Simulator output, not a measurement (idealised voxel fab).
The process module presented herein is designated voxel self aligned contacts.
Displayed cross-section: cut, width of 210 nm, square cells sized 5 nm.
A cross-section in this document is a grid of square cells, and it is written down as bands, the top band listed before the ones below it; a band is made up of one or more rows of cells.
Within each band entry, the heights of the top and of the bottom of the band appear first, in that order and in nm; the materials of the band then follow from left to right, each with its corresponding width in nm. The designation "full width" on a single material indicates that it fills the band from edge to edge; the designation "blank" indicates empty space.
Heights from 0 (as-received wafer is one material below). Bottom band endless downward, as "0 nm and below".
You'd read "30 to 40" like this: the band's top row of cells is as wide as the first number, its bottom row is as wide as the second, and going down, every row changes width by the same amount as the row before did.
"left unchanged" means the step left every cell of the cross-section as it was.
"Non-vented voids" - sealed voids, min. 8 cells, no opening to top; format: width x height at distance (distance from left edge; nm throughout).
after a step's settings: what the simulator itself notes on the step
The optional step-line setting "overlay nm" applies to steps with a mask and quantifies how far to the right of its planned location the mask lay, a negative value indicating leftward placement.
Intended process steps:
1) RECEIVE | material Si
2) OXIDIZE | depth nm 5
3) DIRECTIONAL_DEP | material polySi | thk nm 30
4) DIRECTIONAL_DEP | material SiN | thk nm 20
5) MASKED_ETCH | tone cover | mask id GATE | width nm 25 | pitch nm 60 | etch materials SiN | depth nm 20 | overlay nm 0
6) MASKED_ETCH | tone cover | mask id GATE | width nm 25 | pitch nm 60 | etch materials polySi | depth nm 30 | overlay nm 0
7) CONFORMAL_DEP | material SiN | thk nm 10
8) DIRECTIONAL_ETCH | etch materials SiN | depth nm 10
9) FILL_DEP | material SiO2 | thk nm 15
10) CMP | height nm 60
11) MASKED_ETCH | tone open | mask id CONTACT | width nm 45 | etch materials SiO2 | depth nm 65 | overlay nm 0
12) CONFORMAL_DEP | material TiN | thk nm 5
13) FILL_DEP | material W | thk nm 10
14) CMP | height nm 60
15) CONFORMAL_DEP | material SiN | thk nm 5
First of two wafers, processed according to plan:
Cross-section, incoming material, after step 1:
> 0 nm and below  Si full width
> Non-vented voids: none
Cross-section of the wafer subsequent to step 2:
> 0 nm to -5 nm  SiO2 full width
> Rest of section, below -5: as before.
Cross-section of the wafer subsequent to step 3:
> 30 nm to 0 nm  polySi full width
> Rest of section, below 0: as before.
Cross-section of the wafer subsequent to step 4:
> 50 nm to 30 nm  SiN full width
> Rest of section, below 30: as before.
Cross-section of the wafer subsequent to step 5:
> 50 nm to 30 nm  blank=60; SiN=25; blank=35; SiN=25; blank=65
> Rest of section, below 30: as before.
Cross-section of the wafer subsequent to step 6:
> 50 nm to 30 nm  blank=60; SiN=25; blank=35; SiN=25; blank=65
> 30 nm to 0 nm  blank=60; polySi=25; blank=35; polySi=25; blank=65
> Rest of section, below 0: as before.
Cross-section of the wafer subsequent to step 7:
> 60 nm to 30 nm  blank=50; SiN=45; blank=15; SiN=45; blank=55
> 30 nm to 10 nm  blank=50; SiN=10; polySi=25; SiN=10; blank=15; SiN=10; polySi=25; SiN=10; blank=55
> 10 nm to 0 nm  SiN=60; polySi=25; SiN=35; polySi=25; SiN=65
> Rest of section, below 0: as before.
Cross-section of the wafer subsequent to step 8:
> 50 nm to 30 nm  blank=50; SiN=45; blank=15; SiN=45; blank=55
> 30 nm to 0 nm  blank=50; SiN=10; polySi=25; SiN=10; blank=15; SiN=10; polySi=25; SiN=10; blank=55
> Rest of section, below 0: as before.
Cross-section of the wafer subsequent to step 9:
> 65 nm to 50 nm  SiO2 full width
> 50 nm to 30 nm  SiO2=50; SiN=45; SiO2=15; SiN=45; SiO2=55
> 30 nm to 0 nm  SiO2=50; SiN=10; polySi=25; SiN=10; SiO2=15; SiN=10; polySi=25; SiN=10; SiO2=55
> Rest of section, below 0: as before.
Cross-section of the wafer subsequent to step 10:
> 60 nm to 50 nm  SiO2 full width
> Rest of section, below 50: as before.
Cross-section of the wafer subsequent to step 11:
> 60 nm to 50 nm  SiO2=80; blank=45; SiO2=85
> 50 nm to 30 nm  SiO2=50; SiN=45; blank=15; SiN=45; SiO2=55
> 30 nm to 0 nm  SiO2=50; SiN=10; polySi=25; SiN=10; blank=15; SiN=10; polySi=25; SiN=10; SiO2=55
> 0 nm to -5 nm  SiO2=95; blank=15; SiO2=100
> Rest of section, below -5: as before.
Cross-section of the wafer subsequent to step 12:
> 65 nm to 60 nm  TiN=85; blank=35; TiN=90
> 60 nm to 50 nm  SiO2=80; TiN=5 to 20; blank=35 to 5; TiN=5 to 20; SiO2=85
> 50 nm to 30 nm  SiO2=50; SiN=45; TiN=5; blank=5; TiN=5; SiN=45; SiO2=55
> 30 nm to 0 nm  SiO2=50; SiN=10; polySi=25; SiN=10; TiN=5; blank=5; TiN=5; SiN=10; polySi=25; SiN=10; SiO2=55
> 0 nm to -5 nm  SiO2=95; TiN=15; SiO2=100
> Rest of section, below -5: as before.
Cross-section of the wafer subsequent to step 13:
> 75 nm to 65 nm  W full width
> 65 nm to 60 nm  TiN=85; W=35; TiN=90
> 60 nm to 50 nm  SiO2=80; TiN=5 to 20; W=35 to 5; TiN=5 to 20; SiO2=85
> 50 nm to 30 nm  SiO2=50; SiN=45; TiN=5; W=5; TiN=5; SiN=45; SiO2=55
> 30 nm to 0 nm  SiO2=50; SiN=10; polySi=25; SiN=10; TiN=5; W=5; TiN=5; SiN=10; polySi=25; SiN=10; SiO2=55
> Rest of section, below 0: as before.
Cross-section of the wafer subsequent to step 14:
> 60 nm to 50 nm  SiO2=80; TiN=5 to 20; W=35 to 5; TiN=5 to 20; SiO2=85
> Rest of section, below 50: as before.
Cross-section of the wafer subsequent to step 15:
> 65 nm to 60 nm  SiN full width
> Rest of section, below 60: as before.
second wafer: like start, like plan, one mistake. Through step 1 it matches the first wafer:
Second wafer cross-section, taken as of the time the plan sets for step 2 to be done:
> 0 nm to -15 nm  SiO2 full width
> Rest of section, below -15: as before.
Second wafer cross-section, taken as of the time the plan sets for step 3 to be done:
> 30 nm to 0 nm  polySi full width
> Rest of section, below 0: as before.
Second wafer cross-section, taken as of the time the plan sets for step 4 to be done:
> 50 nm to 30 nm  SiN full width
> Rest of section, below 30: as before.
Second wafer cross-section, taken as of the time the plan sets for step 5 to be done:
> 50 nm to 30 nm  blank=60; SiN=25; blank=35; SiN=25; blank=65
> Rest of section, below 30: as before.
Second wafer cross-section, taken as of the time the plan sets for step 6 to be done:
> 50 nm to 30 nm  blank=60; SiN=25; blank=35; SiN=25; blank=65
> 30 nm to 0 nm  blank=60; polySi=25; blank=35; polySi=25; blank=65
> Rest of section, below 0: as before.
Second wafer cross-section, taken as of the time the plan sets for step 7 to be done:
> 60 nm to 30 nm  blank=50; SiN=45; blank=15; SiN=45; blank=55
> 30 nm to 10 nm  blank=50; SiN=10; polySi=25; SiN=10; blank=15; SiN=10; polySi=25; SiN=10; blank=55
> 10 nm to 0 nm  SiN=60; polySi=25; SiN=35; polySi=25; SiN=65
> Rest of section, below 0: as before.
Second wafer cross-section, taken as of the time the plan sets for step 8 to be done:
> 50 nm to 30 nm  blank=50; SiN=45; blank=15; SiN=45; blank=55
> 30 nm to 0 nm  blank=50; SiN=10; polySi=25; SiN=10; blank=15; SiN=10; polySi=25; SiN=10; blank=55
> Rest of section, below 0: as before.
Second wafer cross-section, taken as of the time the plan sets for step 9 to be done:
> 65 nm to 50 nm  SiO2 full width
> 50 nm to 30 nm  SiO2=50; SiN=45; SiO2=15; SiN=45; SiO2=55
> 30 nm to 0 nm  SiO2=50; SiN=10; polySi=25; SiN=10; SiO2=15; SiN=10; polySi=25; SiN=10; SiO2=55
> Rest of section, below 0: as before.
Second wafer cross-section, taken as of the time the plan sets for step 10 to be done:
> 60 nm to 50 nm  SiO2 full width
> Rest of section, below 50: as before.
Second wafer cross-section, taken as of the time the plan sets for step 11 to be done:
> 60 nm to 50 nm  SiO2=80; blank=45; SiO2=85
> 50 nm to 30 nm  SiO2=50; SiN=45; blank=15; SiN=45; SiO2=55
> 30 nm to 0 nm  SiO2=50; SiN=10; polySi=25; SiN=10; blank=15; SiN=10; polySi=25; SiN=10; SiO2=55
> 0 nm to -5 nm  SiO2=95; blank=15; SiO2=100
> Rest of section, below -5: as before.
Second wafer cross-section, taken as of the time the plan sets for step 12 to be done:
> 65 nm to 60 nm  TiN=85; blank=35; TiN=90
> 60 nm to 50 nm  SiO2=80; TiN=5 to 20; blank=35 to 5; TiN=5 to 20; SiO2=85
> 50 nm to 30 nm  SiO2=50; SiN=45; TiN=5; blank=5; TiN=5; SiN=45; SiO2=55
> 30 nm to 0 nm  SiO2=50; SiN=10; polySi=25; SiN=10; TiN=5; blank=5; TiN=5; SiN=10; polySi=25; SiN=10; SiO2=55
> 0 nm to -5 nm  SiO2=95; TiN=15; SiO2=100
> Rest of section, below -5: as before.
Second wafer cross-section, taken as of the time the plan sets for step 13 to be done:
> 75 nm to 65 nm  W full width
> 65 nm to 60 nm  TiN=85; W=35; TiN=90
> 60 nm to 50 nm  SiO2=80; TiN=5 to 20; W=35 to 5; TiN=5 to 20; SiO2=85
> 50 nm to 30 nm  SiO2=50; SiN=45; TiN=5; W=5; TiN=5; SiN=45; SiO2=55
> 30 nm to 0 nm  SiO2=50; SiN=10; polySi=25; SiN=10; TiN=5; W=5; TiN=5; SiN=10; polySi=25; SiN=10; SiO2=55
> Rest of section, below 0: as before.
Second wafer cross-section, taken as of the time the plan sets for step 14 to be done:
> 60 nm to 50 nm  SiO2=80; TiN=5 to 20; W=35 to 5; TiN=5 to 20; SiO2=85
> Rest of section, below 50: as before.
Second wafer cross-section, taken as of the time the plan sets for step 15 to be done:
> 65 nm to 60 nm  SiN full width
> Rest of section, below 60: as before.
So what did we get wrong on this run? step 2 did not happen as planned, as run it was OXIDIZE | depth nm 15
Bottom line after processing is that, in cells, the second wafer is up or down on some materials versus the first: Si -84 | SiO2 +84
